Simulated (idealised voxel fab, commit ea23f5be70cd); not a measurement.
You're looking at the process module voxel self aligned vias.
Displayed cross-section: cut, width of 210 nm, square cells sized 5 nm.
Square cells in a grid make up a cross-section in this document, and the grid is given as bands, listed from the top down, each one or more rows of cells.
Within each band entry, the heights of the top and of the bottom of the band appear first, in that order and in nm; the materials of the band then follow from left to right, each with its corresponding width in nm. The designation "everywhere" on a single material indicates that it fills the band from edge to edge; the designation "blank" indicates empty space.
All heights in this document are referenced to 0, defined as the level beneath which the wafer, as received, consists entirely of one material. The lowest band is not bounded below; it extends indefinitely downward and is written in the form "0 nm and below".
When a width is written as two numbers, as in "30->40", the first number is the width in the top row of cells of the band and the second is the width in its bottom row, and the width changes by the same amount from each row to the next.
It should be understood that the words "same as before", when stated for a given step, signify that the cross-section underwent no change in any of its cells during that step.
Basically, "Completely enclosed voids" tells you about the enclosed voids: empty spaces with no open way to the top, 8 cells or bigger, each written width x height at distance, where distance is from the left edge, all in nm.
Formally, on a step line, whatever follows the settings is a remark that the simulator itself makes on the step.
overlay nm, on a step with a mask: how far to the right of its planned place the mask lay; to the left if negative

Here's what the planned process steps look like:
1) RECEIVE: material Si
2) CONFORMAL_DEP: material SiO2, thk nm 10
3) CONFORMAL_DEP: material SiCN, thk nm 5
4) DIRECTIONAL_DEP: material SiO2, thk nm 30
5) MASKED_ETCH: tone open, mask id LINES, width nm 20, pitch nm 60, etch materials SiO2, depth nm 30, overlay nm 0
6) CONFORMAL_DEP: material TiN, thk nm 5
7) FILL_DEP: material W, thk nm 5
8) CMP: height nm 45
9) SELECTIVE_ETCH: etch materials W Ru TiN, depth nm 5
10) FILL_DEP: material SiN, thk nm 10
11) CMP: height nm 45
12) DIRECTIONAL_DEP: material SiO2, thk nm 15
13) PATTERN: tone open, mask id VIAS, material resist, width nm 30, thk nm 20, overlay nm 0
14) DIRECTIONAL_ETCH: etch materials SiO2, depth nm 15
15) DIRECTIONAL_ETCH: etch materials SiN, depth nm 5
16) STRIP: etch materials resist
17) CONFORMAL_DEP: material TiN, thk nm 5
18) FILL_DEP: material Ru, thk nm 5
19) CMP: height nm 60
20) CONFORMAL_DEP: material SiN, thk nm 5

Account of the first of two wafers, which was processed as intended:

Cross-section: wafer on arrival = after step 1:
- 0 nm and below  Si everywhere
- Completely enclosed voids: none

Wafer section view after processing step 2:
- 10 nm to 0 nm  SiO2 everywhere
- Below 0, the layers are the same as they were.

Wafer section view after processing step 3:
- 15 nm to 10 nm  SiCN everywhere
- Below 10, the layers are the same as they were.

Wafer section view after processing step 4:
- 45 nm to 15 nm  SiO2 everywhere
- Below 15, the layers are the same as they were.

Wafer section view after processing step 5:
- 45 nm to 15 nm  SiO2=65 | blank=20 | SiO2=40 | blank=20 | SiO2=65
- Below 15, the layers are the same as they were.

Wafer section view after processing step 6:
- 50 nm to 45 nm  TiN=70 | blank=10 | TiN=50 | blank=10 | TiN=70
- 45 nm to 20 nm  SiO2=65 | TiN=5 | blank=10 | TiN=5 | SiO2=40 | TiN=5 | blank=10 | TiN=5 | SiO2=65
- 20 nm to 15 nm  SiO2=65 | TiN=20 | SiO2=40 | TiN=20 | SiO2=65
- Below 15, the layers are the same as they were.

Wafer section view after processing step 7:
- 55 nm to 50 nm  W everywhere
- 50 nm to 45 nm  TiN=70 | W=10 | TiN=50 | W=10 | TiN=70
- 45 nm to 20 nm  SiO2=65 | TiN=5 | W=10 | TiN=5 | SiO2=40 | TiN=5 | W=10 | TiN=5 | SiO2=65
- Below 20, the layers are the same as they were.

Wafer section view after processing step 8:
- 45 nm to 20 nm  SiO2=65 | TiN=5 | W=10 | TiN=5 | SiO2=40 | TiN=5 | W=10 | TiN=5 | SiO2=65
- Below 20, the layers are the same as they were.

Wafer section view after processing step 9:
- 45 nm to 40 nm  SiO2=65 | blank=20 | SiO2=40 | blank=20 | SiO2=65
- Below 40, the layers are the same as they were.

Wafer section view after processing step 10:
- 55 nm to 45 nm  SiN everywhere
- 45 nm to 40 nm  SiO2=65 | SiN=20 | SiO2=40 | SiN=20 | SiO2=65
- Below 40, the layers are the same as they were.

Wafer section view after processing step 11:
- 45 nm to 40 nm  SiO2=65 | SiN=20 | SiO2=40 | SiN=20 | SiO2=65
- Below 40, the layers are the same as they were.

Wafer section view after processing step 12:
- 60 nm to 45 nm  SiO2 everywhere
- Below 45, the layers are the same as they were.

Wafer section view after processing step 13:
- 80 nm to 60 nm  resist=60 | blank=30 | resist=120
- Below 60, the layers are the same as they were.

Wafer section view after processing step 14:
- 80 nm to 60 nm  resist=60 | blank=30 | resist=120
- 60 nm to 45 nm  SiO2=60 | blank=30 | SiO2=120
- Below 45, the layers are the same as they were.

Wafer section view after processing step 15:
- 80 nm to 60 nm  resist=60 | blank=30 | resist=120
- 60 nm to 45 nm  SiO2=60 | blank=30 | SiO2=120
- 45 nm to 40 nm  SiO2=65 | blank=20 | SiO2=40 | SiN=20 | SiO2=65
- Below 40, the layers are the same as they were.

Wafer section view after processing step 16:
- 60 nm to 45 nm  SiO2=60 | blank=30 | SiO2=120
- Below 45, the layers are the same as they were.

Wafer section view after processing step 17:
- 65 nm to 60 nm  TiN=65 | blank=20 | TiN=125
- 60 nm to 50 nm  SiO2=60 | TiN=5 | blank=20 | TiN=5 | SiO2=120
- 50 nm to 45 nm  SiO2=60 | TiN=10 | blank=10 | TiN=10 | SiO2=120
- 45 nm to 40 nm  SiO2=65 | TiN=20 | SiO2=40 | SiN=20 | SiO2=65
- Below 40, the layers are the same as they were.

Wafer section view after processing step 18:
- 70 nm to 65 nm  Ru everywhere
- 65 nm to 60 nm  TiN=65 | Ru=20 | TiN=125
- 60 nm to 50 nm  SiO2=60 | TiN=5 | Ru=20 | TiN=5 | SiO2=120
- 50 nm to 45 nm  SiO2=60 | TiN=10 | Ru=10 | TiN=10 | SiO2=120
- Below 45, the layers are the same as they were.

Wafer section view after processing step 19:
- 60 nm to 50 nm  SiO2=60 | TiN=5 | Ru=20 | TiN=5 | SiO2=120
- Below 50, the layers are the same as they were.

Wafer section view after processing step 20:
- 65 nm to 60 nm  SiN everywhere
- Below 60, the layers are the same as they were.

The second wafer began exactly as the first did and followed the same plan, but one mistake was made while running it; through step 13 inclusive, the two wafers are identical:

Cross-sectional view of the second wafer at the intended end time of process step 14:
- 80 nm to 60 nm  resist=60 | blank=30 | resist=120
- 60 nm to 45 nm  SiO2=60 | blank=30 | SiO2=120
- 45 nm to 40 nm  SiO2=60 | blank=5 | SiN=20 | blank=5 | SiO2=35 | SiN=20 | SiO2=65
- 40 nm to 30 nm  SiO2=60 | blank=5 | TiN=5 | W=10 | TiN=5 | blank=5 | SiO2=35 | TiN=5 | W=10 | TiN=5 | SiO2=65
- Below 30, the layers are the same as they were.

Cross-sectional view of the second wafer at the intended end time of process step 15:
- 80 nm to 60 nm  resist=60 | blank=30 | resist=120
- 60 nm to 45 nm  SiO2=60 | blank=30 | SiO2=120
- 45 nm to 40 nm  SiO2=60 | blank=30 | SiO2=35 | SiN=20 | SiO2=65
- Below 40, the layers are the same as they were.

Cross-sectional view of the second wafer at the intended end time of process step 16:
- 60 nm to 45 nm  SiO2=60 | blank=30 | SiO2=120
- Below 45, the layers are the same as they were.

Cross-sectional view of the second wafer at the intended end time of process step 17:
- 65 nm to 60 nm  TiN=65 | blank=20 | TiN=125
- 60 nm to 45 nm  SiO2=60 | TiN=5 | blank=20 | TiN=5 | SiO2=120
- 45 nm to 40 nm  SiO2=60 | TiN=30 | SiO2=35 | SiN=20 | SiO2=65
- 40 nm to 30 nm  SiO2=60 | TiN=10 | W=10 | TiN=10 | SiO2=35 | TiN=5 | W=10 | TiN=5 | SiO2=65
- Below 30, the layers are the same as they were.

Cross-sectional view of the second wafer at the intended end time of process step 18:
- 70 nm to 65 nm  Ru everywhere
- 65 nm to 60 nm  TiN=65 | Ru=20 | TiN=125
- 60 nm to 45 nm  SiO2=60 | TiN=5 | Ru=20 | TiN=5 | SiO2=120
- Below 45, the layers are the same as they were.

Cross-sectional view of the second wafer at the intended end time of process step 19:
- 60 nm to 45 nm  SiO2=60 | TiN=5 | Ru=20 | TiN=5 | SiO2=120
- Below 45, the layers are the same as they were.

Cross-sectional view of the second wafer at the intended end time of process step 20:
- 65 nm to 60 nm  SiN everywhere
- Below 60, the layers are the same as they were.
Diagnosis: step 14 from the plan got run twice
Final difference in cells, second wafer against first, listed per material as more or fewer: Ru: 2 more, SiO2: 6 fewer, TiN: 4 more
